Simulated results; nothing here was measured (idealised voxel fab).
process module | voxel quadruple lines
cross-section cut | 240 nm wide | cells 5 nm
A cross-section is a grid of square cells, given in bands from the top down. A band is one or more rows of cells.
Each band's line starts with the height of the band's top and of its bottom, in nm. Then come its materials from left to right, each with its width in nm. One material with "throughout" fills the band from edge to edge. "air" is empty space.
Height 0 is the level under which the wafer as received is all one material. The lowest band goes on downwards, as in "0 down".
A width such as "30 to 40" changes by the same amount from each row of cells to the next, from the band's top row to its bottom row.
"no change" after a step means that no cell of the cross-section changed.
closed voids: empty space of 8 cells or more with no open way to the top, each as width x height at its distance from the left edge, in nm
after a step's settings: what the simulator itself notes on the step
overlay nm, on a step with a mask: how far to the right of its planned place the mask lay; to the left if negative
plan
1 op RECEIVE | material Si
2 op CONFORMAL_DEP | material SiO2 | thk nm 5
3 op DIRECTIONAL_DEP | material W | thk nm 10
4 op DIRECTIONAL_DEP | material polySi | thk nm 15
5 op DIRECTIONAL_DEP | material aC | thk nm 20
6 op PATTERN | tone cover | mask id MANDREL | material resist | width nm 25 | pitch nm 80 | thk nm 30 | overlay nm 0
7 op DIRECTIONAL_ETCH | etch materials aC | depth nm 20
8 op STRIP | etch materials resist
9 op CONFORMAL_DEP | material SiO2 | thk nm 15
10 op DIRECTIONAL_ETCH | etch materials SiO2 | depth nm 15
11 op STRIP | etch materials aC
12 op DIRECTIONAL_ETCH | etch materials polySi | depth nm 15
13 op STRIP | etch materials SiO2
14 op CONFORMAL_DEP | material SiN | thk nm 5
15 op DIRECTIONAL_ETCH | etch materials SiN | depth nm 5
16 op STRIP | etch materials polySi
17 op DIRECTIONAL_ETCH | etch materials W | depth nm 10
18 op STRIP | etch materials SiN
as received, after step 1
  0 down: Si throughout
  closed voids: none
a wafer at the end: this start, this plan, one mistake
  15 to 5: air 50 | W 5 | air 15 | W 5 | air 5 | W 5 | air 15 | W 5 | air 25 | W 5 | air 15 | W 5 | air 5 | W 5 | air 15 | W 5 | air 55
  5 to 0: SiO2 throughout
  0 down: Si throughout
  closed voids: none
what went wrong: step 6 ran as: op PATTERN | tone cover | mask id MANDREL | material resist | width nm 15 | pitch nm 80 | thk nm 30 | overlay nm 0
